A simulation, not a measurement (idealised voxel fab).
Presented below is a process module, voxel capacitor over wiring.
This is section cut - it's 240 nm across, gridded in 5 nm square cells.
Each cross-section below is a grid of square cells, stated as bands in top-down order, with one or more rows of cells making up each band.
Top height, bottom height, nm. Materials left to right, width each, nm. Single material + "full width" = fills band edge to edge. "empty" = empty.
Ref level 0: as-received wafer is one material below here. Bottom band extends down with no lower bound ("z 0 and below").
A two-number width, for instance "30..40", indicates that the width is equal to the first number in the top row of the band and to the second number in the bottom row, and that it changes by a constant amount per row of cells.
Reading "remains unaltered" for a step: not a cell of the cross-section changed in it.
Voids not open to the top, 8 cells minimum: see "Voids, sealed". Written width x height at distance; distance is from the left edge; nm.
On each step's line, the part that comes after the settings is the simulator's own comment on the step.
"overlay nm" on a masked step: distance the mask lay right of its planned place, negative for left.

**Listed below are the process steps as planned**
- 1: RECEIVE | material Si
- 2: CONFORMAL_DEP | material SiO2 | thk nm 10
- 3: DIRECTIONAL_DEP | material TiN | thk nm 5
- 4: DIRECTIONAL_DEP | material W | thk nm 15
- 5: DIRECTIONAL_DEP | material aC | thk nm 15
- 6: PATTERN | tone cover | mask id METAL_1 | material resist | width nm 20 | pitch nm 70 | thk nm 35 | overlay nm 0
- 7: DIRECTIONAL_ETCH | etch materials aC | depth nm 15
- 8: STRIP | etch materials resist
- 9: DIRECTIONAL_ETCH | etch materials W | depth nm 15
- 10: DIRECTIONAL_ETCH | etch materials TiN | depth nm 5
- 11: STRIP | etch materials aC
- 12: FILL_DEP | material lowk | thk nm 5
- 13: CMP | height nm 30
- 14: CONFORMAL_DEP | material SiCN | thk nm 5
- 15: DIRECTIONAL_DEP | material lowk | thk nm 10
- 16: DIRECTIONAL_DEP | material aC | thk nm 10
- 17: PATTERN | tone open | mask id PLUG_1 | material resist | width nm 15 | thk nm 30 | overlay nm 0
- 18: DIRECTIONAL_ETCH | etch materials aC | depth nm 10
- 19: STRIP | etch materials resist
- 20: DIRECTIONAL_ETCH | etch materials lowk | depth nm 10
- 21: DIRECTIONAL_ETCH | etch materials SiCN | depth nm 5
- 22: STRIP | etch materials aC
- 23: CONFORMAL_DEP | material TiN | thk nm 5
- 24: FILL_DEP | material W | thk nm 10
- 25: CMP | height nm 45
- 26: DIRECTIONAL_DEP | material TiN | thk nm 5
- 27: DIRECTIONAL_DEP | material SiN | thk nm 5
- 28: DIRECTIONAL_DEP | material TiN | thk nm 10
- 29: DIRECTIONAL_DEP | material aC | thk nm 15
- 30: PATTERN | tone cover | mask id UPPER_PLATE | material resist | width nm 55 | thk nm 35 | overlay nm 0
- 31: DIRECTIONAL_ETCH | etch materials aC | depth nm 15
- 32: STRIP | etch materials resist
- 33: DIRECTIONAL_ETCH | etch materials TiN | depth nm 10
- 34: DIRECTIONAL_ETCH | etch materials SiN | depth nm 5
- 35: STRIP | etch materials aC
- 36: PATTERN | tone cover | mask id LOWER_PLATE | material resist | width nm 65 | thk nm 15 | overlay nm 0
- 37: DIRECTIONAL_ETCH | etch materials TiN | depth nm 5
- 38: STRIP | etch materials resist
- 39: FILL_DEP | material SiO2 | thk nm 15
- 40: CMP | height nm 75
- 41: PATTERN | tone open | mask id PLUG_2 | material resist | width nm 15 | thk nm 20 | overlay nm 0
- 42: DIRECTIONAL_ETCH | etch materials SiO2 | depth nm 10
- 43: STRIP | etch materials resist
- 44: CONFORMAL_DEP | material TiN | thk nm 5
- 45: FILL_DEP | material Ru | thk nm 5
- 46: CMP | height nm 75
- 47: CONFORMAL_DEP | material SiCN | thk nm 5

**Cross-section of the wafer at receipt, which is the condition after step 1**
z 0 and below | Si full width
Voids, sealed: none

**Wafer cross-section at module end: first of two, run to plan**
z 80 to 75 | SiCN full width
z 75 to 70 | 90 nm SiO2, 5 nm TiN, 5 nm Ru, 5 nm TiN, 135 nm SiO2
z 70 to 65 | 90 nm SiO2, 15 nm TiN, 135 nm SiO2
z 65 to 55 | 80 nm SiO2, 55 nm TiN, 105 nm SiO2
z 55 to 50 | 80 nm SiO2, 55 nm SiN, 105 nm SiO2
z 50 to 45 | 75 nm SiO2, 65 nm TiN, 100 nm SiO2
z 45 to 35 | 80 nm lowk, 5 nm TiN, 5 nm W, 5 nm TiN, 145 nm lowk
z 35 to 30 | 80 nm SiCN, 15 nm TiN, 145 nm SiCN
z 30 to 15 | 75 nm lowk, 20 nm W, 50 nm lowk, 20 nm W, 75 nm lowk
z 15 to 10 | 75 nm lowk, 20 nm TiN, 50 nm lowk, 20 nm TiN, 75 nm lowk
z 10 to 0 | SiO2 full width
z 0 and below | Si full width
Voids, sealed: none

**This cross-section belongs to the second wafer of two at the end of the module; the start and the plan were shared with the first, and the run included one mistake**
z 80 to 75 | SiCN full width
z 75 to 70 | 80 nm SiO2, 55 nm TiN, 105 nm SiO2
z 70 to 65 | 80 nm SiO2, 55 nm SiN, 105 nm SiO2
z 65 to 60 | 75 nm SiO2, 65 nm TiN, 100 nm SiO2
z 60 to 50 | W full width
z 50 to 45 | 85 nm TiN, 5 nm W, 150 nm TiN
z 45 to 35 | 80 nm lowk, 5 nm TiN, 5 nm W, 5 nm TiN, 145 nm lowk
z 35 to 30 | 80 nm SiCN, 15 nm TiN, 145 nm SiCN
z 30 to 15 | 75 nm lowk, 20 nm W, 50 nm lowk, 20 nm W, 75 nm lowk
z 15 to 10 | 75 nm lowk, 20 nm TiN, 50 nm lowk, 20 nm TiN, 75 nm lowk
z 10 to 0 | SiO2 full width
z 0 and below | Si full width
Voids, sealed: none
Diagnosis: step 25 of the plan: omitted, not performed
Counted in cells at the end, the second wafer holds more or fewer of these materials than the first: Ru -1 | SiO2 -127 | TiN +31 | W +97
